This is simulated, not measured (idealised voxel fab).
process module | voxel self aligned vias
cross-section cut | 225 nm wide | cells 5 nm
A cross-section is a grid of square cells, given in bands from the top down. A band is one or more rows of cells.
Each band's line starts with the height of the band's top and of its bottom, in nm. Then come its materials from left to right, each with its width in nm. One material with "throughout" fills the band from edge to edge. "air" is empty space.
Height 0 is the level under which the wafer as received is all one material. The lowest band goes on downwards, as in "0 down".
A width such as "30 to 40" changes by the same amount from each row of cells to the next, from the band's top row to its bottom row.
"no change" after a step means that no cell of the cross-section changed.
closed voids: empty space of 8 cells or more with no open way to the top, each as width x height at its distance from the left edge, in nm
after a step's settings: what the simulator itself notes on the step
overlay nm, on a step with a mask: how far to the right of its planned place the mask lay; to the left if negative
plan
1 op RECEIVE | material Si
2 op CONFORMAL_DEP | material SiO2 | thk nm 10
3 op CONFORMAL_DEP | material SiCN | thk nm 5
4 op DIRECTIONAL_DEP | material lowk | thk nm 20
5 op DIRECTIONAL_DEP | material aC | thk nm 10
6 op PATTERN | tone open | mask id LINES | material resist | width nm 20 | pitch nm 55 | thk nm 25 | overlay nm -15
7 op DIRECTIONAL_ETCH | etch materials aC | depth nm 10
8 op STRIP | etch materials resist
9 op DIRECTIONAL_ETCH | etch materials lowk | depth nm 20
10 op STRIP | etch materials aC
11 op CONFORMAL_DEP | material TiN | thk nm 5
12 op FILL_DEP | material Ru | thk nm 10
13 op CMP | height nm 35
14 op SELECTIVE_ETCH | etch materials W Ru TiN | depth nm 5
15 op FILL_DEP | material SiN | thk nm 10
16 op CMP | height nm 35
17 op DIRECTIONAL_DEP | material lowk | thk nm 15
18 op DIRECTIONAL_DEP | material aC | thk nm 10
19 op PATTERN | tone open | mask id VIAS | material resist | width nm 40 | pitch nm 110 | thk nm 25 | overlay nm 0
20 op DIRECTIONAL_ETCH | etch materials aC | depth nm 10
21 op STRIP | etch materials resist
22 op DIRECTIONAL_ETCH | etch materials lowk | depth nm 15
23 op DIRECTIONAL_ETCH | etch materials SiN | depth nm 5
24 op STRIP | etch materials aC
25 op CONFORMAL_DEP | material TiN | thk nm 5
26 op FILL_DEP | material Ru | thk nm 10
27 op CMP | height nm 50
28 op CONFORMAL_DEP | material SiCN | thk nm 5
varied across the wafers: overlay nm of step 6. The plan shows the first wafer's value. All wafers start alike
first wafer as received, after step 1
  0 down: Si throughout
  closed voids: none
first wafer at the end, after step 28
  55 to 50: SiCN throughout
  50 to 40: lowk 35 | TiN 5 | Ru 30 | TiN 5 | lowk 70 | TiN 5 | Ru 30 | TiN 5 | lowk 40
  40 to 35: lowk 35 | TiN 5 | Ru 5 | TiN 30 | lowk 70 | TiN 5 | Ru 5 | TiN 30 | lowk 40
  35 to 30: lowk 30 | SiN 5 | TiN 15 | lowk 35 | SiN 20 | lowk 35 | SiN 5 | TiN 15 | lowk 65
  30 to 20: lowk 30 | TiN 5 | Ru 10 | TiN 5 | lowk 35 | TiN 5 | Ru 10 | TiN 5 | lowk 35 | TiN 5 | Ru 10 | TiN 5 | lowk 65
  20 to 15: lowk 30 | TiN 20 | lowk 35 | TiN 20 | lowk 35 | TiN 20 | lowk 65
  15 to 10: SiCN throughout
  10 to 0: SiO2 throughout
  0 down: Si throughout
  closed voids: none
last wafer at the end
  55 to 50: SiCN throughout
  50 to 40: lowk 35 | TiN 5 | Ru 30 | TiN 5 | lowk 70 | TiN 5 | Ru 30 | TiN 5 | lowk 40
  40 to 35: lowk 35 | TiN 30 | Ru 5 | TiN 5 | lowk 70 | TiN 30 | Ru 5 | TiN 5 | lowk 40
  35 to 30: lowk 60 | TiN 15 | SiN 5 | lowk 35 | SiN 20 | lowk 35 | TiN 15 | SiN 5 | lowk 35
  30 to 20: lowk 60 | TiN 5 | Ru 10 | TiN 5 | lowk 35 | TiN 5 | Ru 10 | TiN 5 | lowk 35 | TiN 5 | Ru 10 | TiN 5 | lowk 35
  20 to 15: lowk 60 | TiN 20 | lowk 35 | TiN 20 | lowk 35 | TiN 20 | lowk 35
  15 to 10: SiCN throughout
  10 to 0: SiO2 throughout
  0 down: Si throughout
  closed voids: none
each wafer at the end: cells of each material gained (+) or lost (-) since it was received, then its closed voids
overlay nm -15 | +38 Ru | +90 SiCN | +6 SiN | +90 SiO2 | +52 TiN | +219 lowk | closed voids: none
overlay nm -10 | +40 Ru | +90 SiCN | +4 SiN | +90 SiO2 | +52 TiN | +219 lowk | closed voids: none
overlay nm -5 | +40 Ru | +90 SiCN | +4 SiN | +90 SiO2 | +52 TiN | +219 lowk | closed voids: none
overlay nm 0 | +40 Ru | +90 SiCN | +4 SiN | +90 SiO2 | +52 TiN | +219 lowk | closed voids: none
overlay nm 5 | +40 Ru | +90 SiCN | +4 SiN | +90 SiO2 | +52 TiN | +219 lowk | closed voids: none
overlay nm 10 | +40 Ru | +90 SiCN | +4 SiN | +90 SiO2 | +52 TiN | +219 lowk | closed voids: none
overlay nm 15 | +38 Ru | +90 SiCN | +6 SiN | +90 SiO2 | +52 TiN | +219 lowk | closed voids: none
